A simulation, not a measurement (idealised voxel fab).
Process module in this document: voxel transistor to metal
Xsec cut, 150 nm wide, square cell size 5 nm.
Reading order for cross-sections: top band down to bottom band. Underlying form: a grid of square cells. Band size: one or more rows of cells.
Each band's line starts with the height of the band's top and of its bottom, in nm. Then come its materials from left to right, each with its width in nm. One material with "everywhere" fills the band from edge to edge. "blank" is empty space.
A quick word on heights: they are counted from 0, and under that level the wafer as it came to us is one material throughout. The lowest band is different from the rest in having no bottom; it simply continues downward, written as in "from 0 down".
A two-number width, for instance "30 to 40", indicates that the width is equal to the first number in the top row of the band and to the second number in the bottom row, and that it changes by a constant amount per row of cells.
"nothing was modified" after a step means that no cell of the cross-section changed.
"Closed void table" - sealed voids, min. 8 cells, no opening to top; format: width x height at distance (distance from left edge; nm throughout).
Heads up: the bit after the settings on a step's line is the simulator's remark on that step.
Each step line may optionally specify "overlay nm", which for a step with a mask gives the rightward distance between the mask's planned place and where it lay, a negative value indicating the leftward direction.
**Process steps (planned)**
1. RECEIVE | material Si
2. CONFORMAL_DEP | material SiO2 | thk nm 5
3. CONFORMAL_DEP | material SiN | thk nm 15
4. DIRECTIONAL_DEP | material aC | thk nm 15
5. PATTERN | tone cover | mask id ACTIVE | material resist | width nm 100 | thk nm 35 | overlay nm 0
6. DIRECTIONAL_ETCH | etch materials aC | depth nm 15
7. STRIP | etch materials resist
8. DIRECTIONAL_ETCH | etch materials SiN | depth nm 15
9. DIRECTIONAL_ETCH | etch materials SiO2 | depth nm 5
10. DIRECTIONAL_ETCH | etch materials Si | depth nm 25
11. STRIP | etch materials aC
12. OXIDIZE | depth nm 5
13. FILL_DEP | material SiO2 | thk nm 10
14. CMP | height nm 20
15. SELECTIVE_ETCH | etch materials SiO2 | depth nm 10
16. STRIP | etch materials SiN
17. SELECTIVE_ETCH | etch materials SiO2 | depth nm 5
18. OXIDIZE | depth nm 5
19. DIRECTIONAL_DEP | material polySi | thk nm 20
20. DIRECTIONAL_DEP | material SiCN | thk nm 15
21. PATTERN | tone cover | mask id GATE | material resist | width nm 20 | thk nm 15 | overlay nm 0
22. DIRECTIONAL_ETCH | etch materials SiCN | depth nm 25
23. DIRECTIONAL_ETCH | etch materials polySi | depth nm 30
24. STRIP | etch materials resist
25. CONFORMAL_DEP | material SiN | thk nm 10
26. DIRECTIONAL_ETCH | etch materials SiN | depth nm 10
27. DIRECTIONAL_ETCH | etch materials SiO2 | depth nm 5
28. DIRECTIONAL_ETCH | etch materials Si | depth nm 15
29. EPI | material nSi | thk nm 15
30. FILL_DEP | material SiO2 | thk nm 5
31. CMP | height nm 35
32. DIRECTIONAL_DEP | material SiO2 | thk nm 15
33. MASKED_ETCH | tone open | mask id CONTACT | width nm 30 | pitch nm 60 | etch materials SiO2 | depth nm 55 | overlay nm 0
34. CONFORMAL_DEP | material TiN | thk nm 5
35. FILL_DEP | material W | thk nm 10
36. CMP | height nm 50
37. CONFORMAL_DEP | material SiN | thk nm 5
38. DIRECTIONAL_DEP | material SiO2 | thk nm 15
39. MASKED_ETCH | tone open | mask id METAL_1 | width nm 15 | pitch nm 75 | etch materials SiO2 | depth nm 15 | overlay nm 0
40. MASKED_ETCH | tone open | mask id METAL_1 | width nm 15 | pitch nm 75 | etch materials SiN | depth nm 5 | overlay nm 0
41. CONFORMAL_DEP | material TiN | thk nm 5
42. FILL_DEP | material Cu | thk nm 10
43. CMP | height nm 70
44. CONFORMAL_DEP | material SiCN | thk nm 5
45. DIRECTIONAL_DEP | material SiO2 | thk nm 35
46. PATTERN | tone open | mask id METAL_2 | material resist | width nm 15 | pitch nm 75 | thk nm 20 | overlay nm 0
47. DIRECTIONAL_ETCH | etch materials SiO2 | depth nm 20
48. STRIP | etch materials resist
49. DIRECTIONAL_DEP | material aC | thk nm 15
50. PATTERN | tone open | mask id METAL_2_HOLES | material resist | width nm 15 | pitch nm 75 | thk nm 30 | overlay nm 0
51. DIRECTIONAL_ETCH | etch materials aC | depth nm 15
52. STRIP | etch materials resist
53. DIRECTIONAL_ETCH | etch materials SiO2 | depth nm 15
54. DIRECTIONAL_ETCH | etch materials SiCN | depth nm 5
55. STRIP | etch materials aC
56. CONFORMAL_DEP | material TiN | thk nm 5
57. FILL_DEP | material Cu | thk nm 5
58. CMP | height nm 110
59. CONFORMAL_DEP | material SiN | thk nm 5
**Cross-section of the incoming wafer, state after step 1**
> from 0 down  Si everywhere
> Closed void table: none
**Here's the wafer cut in cross-section after the module, started and planned just like above, except one thing was done wrong in the run**
> from 115 to 110  SiN everywhere
> from 110 to 75  30 SiO2  5 TiN  5 Cu  5 TiN  60 SiO2  5 TiN  5 Cu  5 TiN  30 SiO2
> from 75 to 70  30 SiCN  15 TiN  60 SiCN  15 TiN  30 SiCN
> from 70 to 65  35 TiN  5 Cu  70 TiN  5 Cu  35 TiN
> from 65 to 50  30 SiO2  5 TiN  5 Cu  5 TiN  60 SiO2  5 TiN  5 Cu  5 TiN  30 SiO2
> from 50 to 45  30 SiN  15 TiN  60 SiN  15 TiN  30 SiN
> from 45 to 35  30 SiO2  5 TiN  20 to 15 W  5 to 10 TiN  30 SiO2  5 to 10 TiN  20 to 15 W  5 TiN  30 SiO2
> from 35 to 20  30 SiO2  5 TiN  15 W  5 TiN  10 SiN  20 SiCN  10 SiN  5 TiN  15 W  5 TiN  30 SiO2
> from 20 to 15  30 SiO2  5 TiN  15 W  5 TiN  10 SiN  20 polySi  10 SiN  5 TiN  15 W  5 TiN  30 SiO2
> from 15 to 10  30 SiO2  25 TiN  10 SiN  20 polySi  10 SiN  25 TiN  30 SiO2
> from 10 to 5  30 SiO2  10 TiN  15 nSi  10 SiN  20 polySi  10 SiN  15 nSi  10 TiN  30 SiO2
> from 5 to 0  20 SiO2  10 SiN  10 TiN  15 nSi  10 SiN  20 polySi  10 SiN  15 nSi  10 TiN  10 SiN  20 SiO2
> from 0 to -5  30 SiO2  10 TiN  15 nSi  40 SiO2  15 nSi  10 TiN  30 SiO2
> from -5 to -20  30 SiO2  25 nSi  40 Si  25 nSi  30 SiO2
> from -20 to -30  30 SiO2  90 Si  30 SiO2
> from -30 down  Si everywhere
> Closed void table: none
Finding, execution versus plan: off-plan run, step 36, actual operation and settings CMP | height nm 45
